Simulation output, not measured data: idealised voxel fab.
The name of this process module is voxel gate over fins.
Section shown: cut. Width: 155 nm. Cell size: 5 nm, square.
Cross-section, as written here: a square-cell grid given band by band from the top down, where a band holds one or more rows of cells.
This entry defines a band. It first specifies the height of the band's top and the height of its bottom in nm, and then specifies the band's materials from left to right, stating each material with its width in nm. The word "edge to edge" identifies a single material that fills the band from edge to edge, while the word "air" identifies empty space.
Height reference: 0 = level under which incoming wafer is all one material. Lowest band: no bottom, runs on downward, e.g. "0 and below".
A width given as "30->40" starts at the first number in the band's top row and ends at the second number in its bottom row, shifting by an equal amount at every step from row to row.
"remained the same" -> step changed no cross-section cell.
The list in "Closed void inventory" covers empty spaces of 8 cells or more that cannot reach the top through any open way, and it gives each as width x height at distance; the distance is from the left edge, and width, height and distance are in nm.
after a step's settings: what the simulator itself notes on the step
Among the settings permitted on a step's line is "overlay nm"; applied to a step with a mask, it specifies the extent to which the mask lay to the right of its planned position, whereas a negative figure signifies a position to the left.
Below is the list of planned process steps
1. RECEIVE: material Si
2. CONFORMAL_DEP: material SiN, thk nm 5
3. PATTERN: tone cover, mask id FINS, material resist, width nm 15, pitch nm 35, thk nm 15, overlay nm 0
4. DIRECTIONAL_ETCH: etch materials SiN, depth nm 5
5. DIRECTIONAL_ETCH: etch materials Si, depth nm 30
6. STRIP: etch materials resist
7. OXIDIZE: depth nm 5
8. FILL_DEP: material SiO2, thk nm 15
9. CMP: height nm 5
10. SELECTIVE_ETCH: etch materials SiO2, depth nm 15
11. STRIP: etch materials SiN
12. CONFORMAL_DEP: material HfO2, thk nm 5
13. CONFORMAL_DEP: material TiN, thk nm 5
14. FILL_DEP: material W, thk nm 10
15. CMP: height nm 15
16. CONFORMAL_DEP: material SiCN, thk nm 10
Cross-section: wafer on arrival = after step 1
	0 and below | Si edge to edge
	Closed void inventory: none
Wafer at module end, in section. Began as above, planned as above, run with one mistake
	25 down to 15 | SiCN edge to edge
	15 down to 10 | W edge to edge
	10 down to 5 | W 45 nm  TiN 30 nm  W 5 nm  TiN 30 nm  W 45 nm
	5 down to 0 | W 45 nm  TiN 5 nm  HfO2 20 nm  TiN 5 nm  W 5 nm  TiN 5 nm  HfO2 20 nm  TiN 5 nm  W 45 nm
	0 down to -5 | TiN 50 nm  HfO2 5 nm  Si 10 nm  HfO2 5 nm  TiN 15 nm  HfO2 5 nm  Si 10 nm  HfO2 5 nm  TiN 50 nm
	-5 down to -10 | HfO2 55 nm  Si 10 nm  HfO2 25 nm  Si 10 nm  HfO2 55 nm
	-10 down to -35 | SiO2 55 nm  Si 10 nm  SiO2 25 nm  Si 10 nm  SiO2 55 nm
	-35 and below | Si edge to edge
	Closed void inventory: none
Deviation from plan: step 3, actual vs plan mismatch, actual run PATTERN: tone cover, mask id FINS, material resist, width nm 20, pitch nm 35, thk nm 15, overlay nm 0
